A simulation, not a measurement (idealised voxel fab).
Module name: voxel released beams (process module)
Square cells of 5 nm make up the cross-section cut, whose width is 285 nm.
Each cross-section below is a grid of square cells, stated as bands in top-down order, with one or more rows of cells making up each band. Top, bottom (nm), then materials left to right with widths (nm); lone material tagged "all across" fills the whole band edge to edge; "blank" = empty space. Heights are measured from 0, the level below which the as-received wafer is all one material; the lowest band has no bottom and continues downward, written as in "0..down". Graded width ("30 to 40"): value in top row of band = first number; value in bottom row = second number; row-to-row change constant. The cross-section has no changed cell in any step marked "nothing got changed". "Enclosed internal voids" - sealed voids, min. 8 cells, no opening to top; format: width x height at distance (distance from left edge; nm throughout). What comes after the settings on a step's line is commentary from the simulator itself on that step. The line of a step may include "overlay nm". On a step with a mask, this value is how far to the right of its planned place the mask lay. A negative value means the mask lay to the left.
### Intended process steps
- 1: RECEIVE, material Si
- 2: CONFORMAL_DEP, material SiN, thk nm 5
- 3: DIRECTIONAL_DEP, material SiO2, thk nm 10
- 4: PATTERN, tone open, mask id ANCHOR, material resist, width nm 30, thk nm 15, overlay nm 0
- 5: DIRECTIONAL_ETCH, etch materials SiO2, depth nm 20
- 6: STRIP, etch materials resist
- 7: CONFORMAL_DEP, material TiN, thk nm 10
- 8: DIRECTIONAL_DEP, material aC, thk nm 10
- 9: PATTERN, tone cover, mask id BEAM, material resist, width nm 110, thk nm 25, overlay nm 0
- 10: DIRECTIONAL_ETCH, etch materials aC, depth nm 10
- 11: STRIP, etch materials resist
- 12: DIRECTIONAL_ETCH, etch materials TiN, depth nm 10
- 13: STRIP, etch materials aC
- 14: STRIP, etch materials SiO2
For clarity, it should be stated that the wafers under discussion commence in an identical condition and differ with respect to the thk nm of step 3, the plan indicating the value that the first wafer had.
### First of several wafers (as received, post step 1), cross-sectional view
	0..down  Si all across
	Enclosed internal voids: none
### The figure below presents a cross-section of the first of several wafers at the conclusion of the module, following its last step, step 14
	25..15  blank 85, TiN 15, blank 10, TiN 85, blank 90
	15..5  blank 90, TiN 30, blank 165
	5..0  SiN all across
	0..down  Si all across
	Enclosed internal voids: none
### Here's the last wafer cross-sectioned at the end of the module
	5..0  SiN all across
	0..down  Si all across
	Enclosed internal voids: none
### For your reference, the table is organized with a row per wafer; each row reflects the wafer at the end of the module, indicating for each material the cells gained (+) or lost (-) since receipt, and thereafter its closed voids
thk nm 10 | +57 SiN | +52 TiN | Enclosed internal voids: none
thk nm 15 | +57 SiN | +56 TiN | Enclosed internal voids: none
thk nm 20 | +57 SiN | +60 TiN | Enclosed internal voids: none
thk nm 25 | +57 SiN | Enclosed internal voids: none
thk nm 30 | +57 SiN | Enclosed internal voids: none
thk nm 35 | +57 SiN | Enclosed internal voids: none
